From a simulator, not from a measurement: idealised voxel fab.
Process module, titled voxel self aligned vias
Pictured: cross-section cut, 260 nm wide, on a grid of 5 nm square cells.
Square cells in a grid make up a cross-section in this document, and the grid is given as bands, listed from the top down, each one or more rows of cells. The band entry comprises the height of the band's top followed by the height of its bottom, expressed in nm, and subsequently the band's materials from left to right, each stated together with its width in nm. Where a single material is marked with the word "throughout", that material fills the band from edge to edge. The word "empty" represents empty space. Below 0: as-received wafer, all one material; heights counted from there. Lowest band: no bottom, goes on down, written "0 and below". A width such as "30 to 40" changes by the same amount from each row of cells to the next, from the band's top row to its bottom row. Reading "no modification" for a step: not a cell of the cross-section changed in it. Basically, "Cavities, sealed" tells you about the enclosed voids: empty spaces with no open way to the top, 8 cells or bigger, each written width x height at distance, where distance is from the left edge, all in nm. Heads up: the bit after the settings on a step's line is the simulator's remark on that step. overlay nm: mask offset rightward from planned place, masked step; negative means leftward offset.

# The process steps that were planned are listed below
| 1 | RECEIVE | material Si |
| 2 | CONFORMAL_DEP | material SiO2 | thk nm 10 |
| 3 | CONFORMAL_DEP | material SiCN | thk nm 5 |
| 4 | DIRECTIONAL_DEP | material lowk | thk nm 20 |
| 5 | DIRECTIONAL_DEP | material aC | thk nm 15 |
| 6 | PATTERN | tone open | mask id LINES | material resist | width nm 25 | pitch nm 75 | thk nm 35 | overlay nm 0 |
| 7 | DIRECTIONAL_ETCH | etch materials aC | depth nm 15 |
| 8 | STRIP | etch materials resist |
| 9 | DIRECTIONAL_ETCH | etch materials lowk | depth nm 20 |
| 10 | STRIP | etch materials aC |
| 11 | CONFORMAL_DEP | material TiN | thk nm 5 |
| 12 | FILL_DEP | material W | thk nm 10 |
| 13 | CMP | height nm 35 |
| 14 | SELECTIVE_ETCH | etch materials W Ru TiN | depth nm 5 |
| 15 | FILL_DEP | material SiN | thk nm 10 |
| 16 | CMP | height nm 35 |
| 17 | DIRECTIONAL_DEP | material lowk | thk nm 15 |
| 18 | MASKED_ETCH | tone open | mask id VIAS | width nm 45 | etch materials lowk | depth nm 15 | overlay nm 0 |
| 19 | MASKED_ETCH | tone open | mask id VIAS | width nm 45 | etch materials SiN | depth nm 5 | overlay nm 0 |
| 20 | CONFORMAL_DEP | material TiN | thk nm 5 |
| 21 | FILL_DEP | material Cu | thk nm 5 |
| 22 | CMP | height nm 50 |
| 23 | CONFORMAL_DEP | material SiN | thk nm 5 |

# Cross-sectional view of the wafer in its as-received condition, corresponding to the state after step 1
* 0 and below: Si throughout
* Cavities, sealed: none

# Sectioned view, first of two wafers, at the close of the module, processed as intended in the plan
* 55 down to 50: SiN throughout
* 50 down to 40: 70 of lowk / 5 of TiN / 35 of Cu / 5 of TiN / 145 of lowk
* 40 down to 35: 70 of lowk / 15 of TiN / 15 of Cu / 15 of TiN / 145 of lowk
* 35 down to 30: 80 of lowk / 25 of TiN / 50 of lowk / 25 of SiN / 80 of lowk
* 30 down to 20: 80 of lowk / 5 of TiN / 15 of W / 5 of TiN / 50 of lowk / 5 of TiN / 15 of W / 5 of TiN / 80 of lowk
* 20 down to 15: 80 of lowk / 25 of TiN / 50 of lowk / 25 of TiN / 80 of lowk
* 15 down to 10: SiCN throughout
* 10 down to 0: SiO2 throughout
* 0 and below: Si throughout
* Cavities, sealed: none

# Second of two wafers, module complete, sectioned: it shares the first wafer's start and plan but was run with one mistake
* 55 down to 50: SiN throughout
* 50 down to 40: 70 of lowk / 5 of TiN / 35 of Cu / 5 of TiN / 145 of lowk
* 40 down to 35: 70 of lowk / 15 of TiN / 15 of Cu / 15 of TiN / 145 of lowk
* 35 down to 30: 80 of lowk / 25 of TiN / 50 of lowk / 25 of SiN / 80 of lowk
* 30 down to 20: 80 of lowk / 5 of TiN / 15 of W / 5 of TiN / 50 of lowk / 5 of TiN / 15 of W / 5 of TiN / 80 of lowk
* 20 down to 15: 80 of lowk / 25 of TiN / 50 of lowk / 25 of TiN / 80 of lowk
* 15 down to 5: SiO2 throughout
* 5 down to 0: SiCN throughout
* 0 and below: Si throughout
* Cavities, sealed: none
Where did the run depart from the plan? a sequencing error occurred in which plan steps 2 and 3 were transposed
At the end, each material covers as many cells on the second wafer as it does on the first, though the cells it covers are elsewhere.
